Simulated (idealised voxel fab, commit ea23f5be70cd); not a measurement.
process module | voxel tone inversion
cross-section cut | 165 nm wide | cells 5 nm
A cross-section is a grid of square cells, given in bands from the top down. A band is one or more rows of cells.
Each band's line starts with the height of the band's top and of its bottom, in nm. Then come its materials from left to right, each with its width in nm. One material with "throughout" fills the band from edge to edge. "air" is empty space.
Height 0 is the level under which the wafer as received is all one material. The lowest band goes on downwards, as in "0 down".
A width such as "30 to 40" changes by the same amount from each row of cells to the next, from the band's top row to its bottom row.
"no change" after a step means that no cell of the cross-section changed.
closed voids: empty space of 8 cells or more with no open way to the top, each as width x height at its distance from the left edge, in nm
after a step's settings: what the simulator itself notes on the step
overlay nm, on a step with a mask: how far to the right of its planned place the mask lay; to the left if negative
plan
1 op RECEIVE | material Si
2 op CONFORMAL_DEP | material SiN | thk nm 5
3 op DIRECTIONAL_DEP | material aC | thk nm 20
4 op PATTERN | tone cover | mask id POSTS | material resist | width nm 15 | pitch nm 30 | thk nm 30 | overlay nm 0
5 op DIRECTIONAL_ETCH | etch materials aC | depth nm 20
6 op STRIP | etch materials resist
7 op FILL_DEP | material lowk | thk nm 5
8 op CMP | height nm 25
9 op STRIP | etch materials aC
as received, after step 1
  0 down: Si throughout
  closed voids: none
first wafer at the end, as planned
  25 to 5: lowk 30 | air 15 | lowk 15 | air 15 | lowk 15 | air 15 | lowk 15 | air 15 | lowk 30
  5 to 0: SiN throughout
  0 down: Si throughout
  closed voids: none
second wafer at the end: like start, like plan, one mistake
  25 to 5: air 30 | lowk 15 | air 15 | lowk 15 | air 15 | lowk 15 | air 15 | lowk 15 | air 30
  5 to 0: SiN throughout
  0 down: Si throughout
  closed voids: none
what went wrong: step 4 ran as: op PATTERN | tone open | mask id POSTS | material resist | width nm 15 | pitch nm 30 | thk nm 30 | overlay nm 0
at the end the second wafer has, in cells: 36 fewer of lowk
